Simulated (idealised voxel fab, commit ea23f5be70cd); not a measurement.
process module | voxel self aligned contacts
cross-section cut | 235 nm wide | cells 5 nm
A cross-section is a grid of square cells, given in bands from the top down. A band is one or more rows of cells.
Each band's line starts with the height of the band's top and of its bottom, in nm. Then come its materials from left to right, each with its width in nm. One material with "throughout" fills the band from edge to edge. "air" is empty space.
Height 0 is the level under which the wafer as received is all one material. The lowest band goes on downwards, as in "0 down".
A width such as "30 to 40" changes by the same amount from each row of cells to the next, from the band's top row to its bottom row.
"no change" after a step means that no cell of the cross-section changed.
closed voids: empty space of 8 cells or more with no open way to the top, each as width x height at its distance from the left edge, in nm
after a step's settings: what the simulator itself notes on the step
overlay nm, on a step with a mask: how far to the right of its planned place the mask lay; to the left if negative
plan
1 op RECEIVE | material Si
2 op OXIDIZE | depth nm 5
3 op DIRECTIONAL_DEP | material polySi | thk nm 25
4 op DIRECTIONAL_DEP | material SiN | thk nm 15
5 op PATTERN | tone cover | mask id GATE | material resist | width nm 25 | pitch nm 60 | thk nm 15 | overlay nm 0
6 op DIRECTIONAL_ETCH | etch materials SiN | depth nm 15
7 op DIRECTIONAL_ETCH | etch materials polySi | depth nm 25
8 op STRIP | etch materials resist
9 op CONFORMAL_DEP | material SiN | thk nm 5
10 op DIRECTIONAL_ETCH | etch materials SiN | depth nm 5
11 op FILL_DEP | material SiO2 | thk nm 15
12 op CMP | height nm 50
13 op MASKED_ETCH | tone open | mask id CONTACT | width nm 45 | etch materials SiO2 | depth nm 55 | overlay nm 0
14 op CONFORMAL_DEP | material TiN | thk nm 5
15 op FILL_DEP | material Ru | thk nm 10
16 op CMP | height nm 50
17 op CONFORMAL_DEP | material SiN | thk nm 5
first wafer, as planned
as received, after step 1
  0 down: Si throughout
  closed voids: none
after step 2
  0 to -5: SiO2 throughout
  below -5: unchanged
after step 3
  25 to 0: polySi throughout
  below 0: unchanged
after step 4
  40 to 25: SiN throughout
  below 25: unchanged
after step 5
  55 to 40: air 75 | resist 25 | air 35 | resist 25 | air 75
  below 40: unchanged
after step 6
  55 to 40: air 75 | resist 25 | air 35 | resist 25 | air 75
  40 to 25: air 75 | SiN 25 | air 35 | SiN 25 | air 75
  below 25: unchanged
after step 7
  55 to 40: air 75 | resist 25 | air 35 | resist 25 | air 75
  40 to 25: air 75 | SiN 25 | air 35 | SiN 25 | air 75
  25 to 0: air 75 | polySi 25 | air 35 | polySi 25 | air 75
  below 0: unchanged
after step 8
  40 to 25: air 75 | SiN 25 | air 35 | SiN 25 | air 75
  below 25: unchanged
after step 9
  45 to 25: air 70 | SiN 35 | air 25 | SiN 35 | air 70
  25 to 5: air 70 | SiN 5 | polySi 25 | SiN 5 | air 25 | SiN 5 | polySi 25 | SiN 5 | air 70
  5 to 0: SiN 75 | polySi 25 | SiN 35 | polySi 25 | SiN 75
  below 0: unchanged
after step 10
  40 to 25: air 70 | SiN 35 | air 25 | SiN 35 | air 70
  25 to 0: air 70 | SiN 5 | polySi 25 | SiN 5 | air 25 | SiN 5 | polySi 25 | SiN 5 | air 70
  below 0: unchanged
after step 11
  55 to 40: SiO2 throughout
  40 to 25: SiO2 70 | SiN 35 | SiO2 25 | SiN 35 | SiO2 70
  25 to 0: SiO2 70 | SiN 5 | polySi 25 | SiN 5 | SiO2 25 | SiN 5 | polySi 25 | SiN 5 | SiO2 70
  below 0: unchanged
after step 12
  50 to 40: SiO2 throughout
  below 40: unchanged
after step 13
  50 to 40: SiO2 95 | air 45 | SiO2 95
  40 to 25: SiO2 70 | SiN 35 | air 25 | SiN 35 | SiO2 70
  25 to 0: SiO2 70 | SiN 5 | polySi 25 | SiN 5 | air 25 | SiN 5 | polySi 25 | SiN 5 | SiO2 70
  0 to -5: SiO2 105 | air 25 | SiO2 105
  below -5: unchanged
after step 14
  55 to 50: TiN 100 | air 35 | TiN 100
  50 to 40: SiO2 95 | TiN 5 to 15 | air 35 to 15 | TiN 5 to 15 | SiO2 95
  40 to 25: SiO2 70 | SiN 35 | TiN 5 | air 15 | TiN 5 | SiN 35 | SiO2 70
  25 to 0: SiO2 70 | SiN 5 | polySi 25 | SiN 5 | TiN 5 | air 15 | TiN 5 | SiN 5 | polySi 25 | SiN 5 | SiO2 70
  0 to -5: SiO2 105 | TiN 25 | SiO2 105
  below -5: unchanged
after step 15
  65 to 55: Ru throughout
  55 to 50: TiN 100 | Ru 35 | TiN 100
  50 to 40: SiO2 95 | TiN 5 to 15 | Ru 35 to 15 | TiN 5 to 15 | SiO2 95
  40 to 25: SiO2 70 | SiN 35 | TiN 5 | Ru 15 | TiN 5 | SiN 35 | SiO2 70
  25 to 0: SiO2 70 | SiN 5 | polySi 25 | SiN 5 | TiN 5 | Ru 15 | TiN 5 | SiN 5 | polySi 25 | SiN 5 | SiO2 70
  below 0: unchanged
after step 16
  50 to 40: SiO2 95 | TiN 5 to 15 | Ru 35 to 15 | TiN 5 to 15 | SiO2 95
  below 40: unchanged
after step 17
  55 to 50: SiN throughout
  below 50: unchanged
second wafer: like start, like plan, one mistake. Through step 13 it matches the first wafer
when step 14 should have ended
  55 to 50: SiN 100 | air 35 | SiN 100
  50 to 40: SiO2 95 | SiN 5 to 15 | air 35 to 15 | SiN 5 to 15 | SiO2 95
  40 to 25: SiO2 70 | SiN 40 | air 15 | SiN 40 | SiO2 70
  25 to 0: SiO2 70 | SiN 5 | polySi 25 | SiN 10 | air 15 | SiN 10 | polySi 25 | SiN 5 | SiO2 70
  0 to -5: SiO2 105 | SiN 25 | SiO2 105
  below -5: unchanged
when step 15 should have ended
  65 to 55: Ru throughout
  55 to 50: SiN 100 | Ru 35 | SiN 100
  50 to 40: SiO2 95 | SiN 5 to 15 | Ru 35 to 15 | SiN 5 to 15 | SiO2 95
  40 to 25: SiO2 70 | SiN 40 | Ru 15 | SiN 40 | SiO2 70
  25 to 0: SiO2 70 | SiN 5 | polySi 25 | SiN 10 | Ru 15 | SiN 10 | polySi 25 | SiN 5 | SiO2 70
  below 0: unchanged
when step 16 should have ended
  50 to 40: SiO2 95 | SiN 5 to 15 | Ru 35 to 15 | SiN 5 to 15 | SiO2 95
  below 40: unchanged
when step 17 should have ended
  55 to 50: SiN throughout
  below 50: unchanged
what went wrong: step 14 ran as: op CONFORMAL_DEP | material SiN | thk nm 5
at the end the second wafer has, in cells: 29 more of SiN | 29 fewer of TiN
